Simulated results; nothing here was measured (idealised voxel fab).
Presented below is a process module, voxel released beams.
In the cross-section labelled cut, the width is 300 nm and each square cell is 5 nm.
We lay out every cross-section as a grid of square cells and spell it out in bands from the top down, where one band means one or more rows of cells. For a band, the entry starts with two heights in nm, that of the top and then that of the bottom, and carries on with the band's materials in order from left to right, each alongside its width in nm; the word "throughout" beside a single material means it fills the band edge to edge, and "empty" means empty space. Heights are expressed relative to 0, this being the level below which the as-received wafer comprises one material exclusively. The lowest band is unbounded in the downward direction and is denoted as in "0 -> down". Width "30->40": first value at the band's top row of cells, second value at its bottom row, equal change from row to row. "stayed the same" (step): cross-section cells unchanged, all of them. "Cavities, closed" specifies each empty space that is not open to the top and that occupies no fewer than 8 cells, using the form width x height at distance, the distance measured from the left edge and all three quantities in nm. What comes after the settings on a step's line is commentary from the simulator itself on that step. You can add "overlay nm" to a step's line. For a step with a mask, it describes how far the mask lay to the right of its planned position, and a negative number describes a lay to the left.

The planned process steps are enumerated hereunder:
step 1: RECEIVE [material Si]
step 2: CONFORMAL_DEP [material Al2O3] [thk nm 10]
step 3: DIRECTIONAL_DEP [material SiO2] [thk nm 10]
step 4: DIRECTIONAL_DEP [material aC] [thk nm 10]
step 5: PATTERN [tone open] [mask id ANCHOR] [material resist] [width nm 40] [thk nm 25] [overlay nm 0]
step 6: DIRECTIONAL_ETCH [etch materials aC] [depth nm 10]
step 7: STRIP [etch materials resist]
step 8: DIRECTIONAL_ETCH [etch materials SiO2] [depth nm 10]
step 9: STRIP [etch materials aC]
step 10: CONFORMAL_DEP [material SiN] [thk nm 15]
step 11: DIRECTIONAL_DEP [material aC] [thk nm 15]
step 12: PATTERN [tone cover] [mask id BEAM] [material resist] [width nm 100] [thk nm 30] [overlay nm 0]
step 13: DIRECTIONAL_ETCH [etch materials aC] [depth nm 15]
step 14: STRIP [etch materials resist]
step 15: DIRECTIONAL_ETCH [etch materials SiN] [depth nm 15]
step 16: STRIP [etch materials aC]
step 17: STRIP [etch materials SiO2]

The following pertains to the first of two wafers, which was processed as planned:

The cross-section here shows the wafer as received, i.e. in its state after step 1:
- 0 -> down  Si throughout
- Cavities, closed: none

Once step 2 is through, the wafer looks like this in cross-section:
- 10 -> 0  Al2O3 throughout
- Note: structure below 0 unchanged.

Once step 3 is through, the wafer looks like this in cross-section:
- 20 -> 10  SiO2 throughout
- Note: structure below 10 unchanged.

Once step 4 is through, the wafer looks like this in cross-section:
- 30 -> 20  aC throughout
- Note: structure below 20 unchanged.

Once step 5 is through, the wafer looks like this in cross-section:
- 55 -> 30  resist: 100, empty: 40, resist: 160
- Note: structure below 30 unchanged.

Once step 6 is through, the wafer looks like this in cross-section:
- 45 -> 30  resist: 100, empty: 40, resist: 160
- 30 -> 20  aC: 100, empty: 40, aC: 160
- Note: structure below 20 unchanged.

Once step 7 is through, the wafer looks like this in cross-section:
- 30 -> 20  aC: 100, empty: 40, aC: 160
- Note: structure below 20 unchanged.

Once step 8 is through, the wafer looks like this in cross-section:
- 30 -> 20  aC: 100, empty: 40, aC: 160
- 20 -> 10  SiO2: 100, empty: 40, SiO2: 160
- Note: structure below 10 unchanged.

Once step 9 is through, the wafer looks like this in cross-section:
- 20 -> 10  SiO2: 100, empty: 40, SiO2: 160
- Note: structure below 10 unchanged.

Once step 10 is through, the wafer looks like this in cross-section:
- 35 -> 25  SiN: 115, empty: 10, SiN: 175
- 25 -> 20  SiN throughout
- 20 -> 10  SiO2: 100, SiN: 40, SiO2: 160
- Note: structure below 10 unchanged.

Once step 11 is through, the wafer looks like this in cross-section:
- 50 -> 40  aC: 115, empty: 10, aC: 175
- 40 -> 35  aC throughout
- 35 -> 25  SiN: 115, aC: 10, SiN: 175
- Note: structure below 25 unchanged.

Once step 12 is through, the wafer looks like this in cross-section:
- 80 -> 50  empty: 95, resist: 100, empty: 105
- 50 -> 40  aC: 115, resist: 10, aC: 175
- Note: structure below 40 unchanged.

Once step 13 is through, the wafer looks like this in cross-section:
- 65 -> 50  empty: 95, resist: 100, empty: 105
- 50 -> 40  empty: 95, aC: 20, resist: 10, aC: 70, empty: 105
- 40 -> 35  empty: 95, aC: 100, empty: 105
- Note: structure below 35 unchanged.

Once step 14 is through, the wafer looks like this in cross-section:
- 50 -> 40  empty: 95, aC: 20, empty: 10, aC: 70, empty: 105
- Note: structure below 40 unchanged.

Once step 15 is through, the wafer looks like this in cross-section:
- 50 -> 40  empty: 95, aC: 20, empty: 10, aC: 70, empty: 105
- 40 -> 35  empty: 95, aC: 100, empty: 105
- 35 -> 25  empty: 95, SiN: 20, aC: 10, SiN: 70, empty: 105
- 25 -> 20  empty: 95, SiN: 100, empty: 105
- Note: structure below 20 unchanged.

Once step 16 is through, the wafer looks like this in cross-section:
- 35 -> 25  empty: 95, SiN: 20, empty: 10, SiN: 70, empty: 105
- Note: structure below 25 unchanged.

Once step 17 is through, the wafer looks like this in cross-section:
- 35 -> 25  empty: 95, SiN: 20, empty: 10, SiN: 70, empty: 105
- 25 -> 20  empty: 95, SiN: 100, empty: 105
- 20 -> 10  empty: 100, SiN: 40, empty: 160
- Note: structure below 10 unchanged.

For the second wafer, take the first wafer's start and plan, then add one mistake made in running it; everything through step 4, that step included, is shared with the first:

X-section, second wafer, when step 5 was due to finish:
- 55 -> 30  resist: 90, empty: 40, resist: 170
- Note: structure below 30 unchanged.

X-section, second wafer, when step 6 was due to finish:
- 45 -> 30  resist: 90, empty: 40, resist: 170
- 30 -> 20  aC: 90, empty: 40, aC: 170
- Note: structure below 20 unchanged.

X-section, second wafer, when step 7 was due to finish:
- 30 -> 20  aC: 90, empty: 40, aC: 170
- Note: structure below 20 unchanged.

X-section, second wafer, when step 8 was due to finish:
- 30 -> 20  aC: 90, empty: 40, aC: 170
- 20 -> 10  SiO2: 90, empty: 40, SiO2: 170
- Note: structure below 10 unchanged.

X-section, second wafer, when step 9 was due to finish:
- 20 -> 10  SiO2: 90, empty: 40, SiO2: 170
- Note: structure below 10 unchanged.

X-section, second wafer, when step 10 was due to finish:
- 35 -> 25  SiN: 105, empty: 10, SiN: 185
- 25 -> 20  SiN throughout
- 20 -> 10  SiO2: 90, SiN: 40, SiO2: 170
- Note: structure below 10 unchanged.

X-section, second wafer, when step 11 was due to finish:
- 50 -> 40  aC: 105, empty: 10, aC: 185
- 40 -> 35  aC throughout
- 35 -> 25  SiN: 105, aC: 10, SiN: 185
- Note: structure below 25 unchanged.

X-section, second wafer, when step 12 was due to finish:
- 80 -> 50  empty: 95, resist: 100, empty: 105
- 50 -> 40  aC: 105, resist: 10, aC: 185
- Note: structure below 40 unchanged.

X-section, second wafer, when step 13 was due to finish:
- 65 -> 50  empty: 95, resist: 100, empty: 105
- 50 -> 40  empty: 95, aC: 10, resist: 10, aC: 80, empty: 105
- 40 -> 35  empty: 95, aC: 100, empty: 105
- Note: structure below 35 unchanged.

X-section, second wafer, when step 14 was due to finish:
- 50 -> 40  empty: 95, aC: 10, empty: 10, aC: 80, empty: 105
- Note: structure below 40 unchanged.

X-section, second wafer, when step 15 was due to finish:
- 50 -> 40  empty: 95, aC: 10, empty: 10, aC: 80, empty: 105
- 40 -> 35  empty: 95, aC: 100, empty: 105
- 35 -> 25  empty: 95, SiN: 10, aC: 10, SiN: 80, empty: 105
- 25 -> 20  empty: 95, SiN: 100, empty: 105
- Note: structure below 20 unchanged.

X-section, second wafer, when step 16 was due to finish:
- 35 -> 25  empty: 95, SiN: 10, empty: 10, SiN: 80, empty: 105
- Note: structure below 25 unchanged.

X-section, second wafer, when step 17 was due to finish:
- 35 -> 25  empty: 95, SiN: 10, empty: 10, SiN: 80, empty: 105
- 25 -> 20  empty: 95, SiN: 100, empty: 105
- 20 -> 10  empty: 90, SiN: 40, empty: 170
- Note: structure below 10 unchanged.
Which mistake was made when the wafer was run? step 5 ran differently from the plan; actual operation with settings: PATTERN [tone open] [mask id ANCHOR] [material resist] [width nm 40] [thk nm 25] [overlay nm -10]
At the close, every material occupies the same number of cells on the second wafer as on the first, only in different positions.
